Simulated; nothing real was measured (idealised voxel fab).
This is a process module. Its name is voxel wiring stack.
Displayed cross-section: cut, width of 165 nm, square cells sized 5 nm.
A cross-section is a grid of square cells, given in bands from the top down. A band is one or more rows of cells. What a band's entry tells you: where the top is and where the bottom is, as heights in nm, and after that what lies inside, material by material from left to right, each with its width in nm. Empty space is written as the word "blank", and a single material marked with the word "all across" occupies the band from edge to edge. Beneath 0, the wafer as received is one material, and that level is where height counting begins. The lowest band goes on downward without a bottom; it is written like "0 and below". The expression "30..40" gives the width at the extremes of the band, the first number at its top row of cells and the second at its bottom row, with the width changing by equal amounts from each row to the next in between. "left unchanged" (step): cross-section cells unchanged, all of them. Empty spaces without an open route to the top, at least 8 cells in extent, make up the entry "Non-vented voids"; each is given as width x height at distance, where the distance is measured from the left edge, and all are in nm. Whatever follows a step's settings on its line is a remark the simulator itself makes about that step. The line of a step may include "overlay nm". On a step with a mask, this value is how far to the right of its planned place the mask lay. A negative value means the mask lay to the left.
# Intended process steps
1,RECEIVE [material Si]
2,CONFORMAL_DEP [material SiO2] [thk nm 15]
3,CONFORMAL_DEP [material SiN] [thk nm 5]
4,DIRECTIONAL_DEP [material lowk] [thk nm 15]
5,PATTERN [tone open] [mask id METAL_1] [material resist] [width nm 30] [pitch nm 55] [thk nm 20] [overlay nm 0]
6,DIRECTIONAL_ETCH [etch materials lowk] [depth nm 15]
7,DIRECTIONAL_ETCH [etch materials SiN] [depth nm 5]
8,STRIP [etch materials resist]
9,CONFORMAL_DEP [material TiN] [thk nm 5]
10,FILL_DEP [material W] [thk nm 5]
11,CMP [height nm 35]
12,EPI [material Ru] [thk nm 5]
13,FILL_DEP [material SiCN] [thk nm 5]
14,DIRECTIONAL_DEP [material lowk] [thk nm 30]
15,DIRECTIONAL_DEP [material aC] [thk nm 15]
16,PATTERN [tone open] [mask id METAL_2_HOLES] [material resist] [width nm 15] [thk nm 35] [overlay nm 0]
17,DIRECTIONAL_ETCH [etch materials aC] [depth nm 15]
18,STRIP [etch materials resist]
19,DIRECTIONAL_ETCH [etch materials lowk] [depth nm 30]
20,STRIP [etch materials aC]
21,DIRECTIONAL_DEP [material aC] [thk nm 10]
22,PATTERN [tone open] [mask id METAL_2] [material resist] [width nm 30] [pitch nm 55] [thk nm 25] [overlay nm 0]
23,DIRECTIONAL_ETCH [etch materials aC] [depth nm 10]
24,STRIP [etch materials resist]
25,DIRECTIONAL_ETCH [etch materials lowk] [depth nm 20]
26,DIRECTIONAL_ETCH [etch materials SiCN] [depth nm 5]
27,STRIP [etch materials aC]
28,CONFORMAL_DEP [material TiN] [thk nm 5]
29,FILL_DEP [material Cu] [thk nm 10]
30,CMP [height nm 75]
31,CONFORMAL_DEP [material SiN] [thk nm 5]
# as received, after step 1
0 and below: Si all across
Non-vented voids: none
# End-of-module XS, first of two wafers, run as planned
80 down to 75: SiN all across
75 down to 60: lowk (40)  TiN (5)  Cu (20)  TiN (5)  lowk (25)  TiN (5)  Cu (20)  TiN (5)  lowk (40)
60 down to 55: lowk (40)  TiN (5)  Cu (5)  TiN (20)  lowk (25)  TiN (30)  lowk (40)
55 down to 45: lowk (40)  TiN (5)  Cu (5)  TiN (5)  lowk (110)
45 down to 40: SiCN (40)  TiN (15)  SiCN (110)
40 down to 35: SiCN (35)  Ru (40)  SiCN (15)  Ru (40)  SiCN (35)
35 down to 20: lowk (40)  TiN (5)  W (20)  TiN (5)  lowk (25)  TiN (5)  W (20)  TiN (5)  lowk (40)
20 down to 15: SiN (40)  TiN (30)  SiN (25)  TiN (30)  SiN (40)
15 down to 0: SiO2 all across
0 and below: Si all across
Non-vented voids: none
# Wafer two cross-section, module end. Start and plan unchanged from wafer one; one mistake made during the run
80 down to 75: SiN all across
75 down to 60: Cu (50)  TiN (5)  lowk (15)  TiN (5)  Cu (15)  TiN (5)  lowk (30)  TiN (5)  Cu (35)
60 down to 55: TiN (45)  Cu (5)  TiN (5)  lowk (15)  TiN (25)  lowk (30)  TiN (40)
55 down to 50: lowk (40)  TiN (5)  Cu (5)  TiN (5)  lowk (110)
50 down to 45: lowk (40)  TiN (15)  lowk (110)
45 down to 40: SiCN all across
40 down to 35: SiCN (35)  Ru (40)  SiCN (15)  Ru (40)  SiCN (35)
35 down to 20: lowk (40)  TiN (5)  W (20)  TiN (5)  lowk (25)  TiN (5)  W (20)  TiN (5)  lowk (40)
20 down to 15: SiN (40)  TiN (30)  SiN (25)  TiN (30)  SiN (40)
15 down to 0: SiO2 all across
0 and below: Si all across
Non-vented voids: none
The mistake made against the process plan was this: note that step 22 departed from the planned setting and was carried out as PATTERN [tone cover] [mask id METAL_2] [material resist] [width nm 30] [pitch nm 55] [thk nm 25] [overlay nm 0]
Per the end-of-run cell counts, the second wafer holds more or fewer of some materials than the first: +35 Cu; +3 SiCN; +10 TiN; -48 lowk
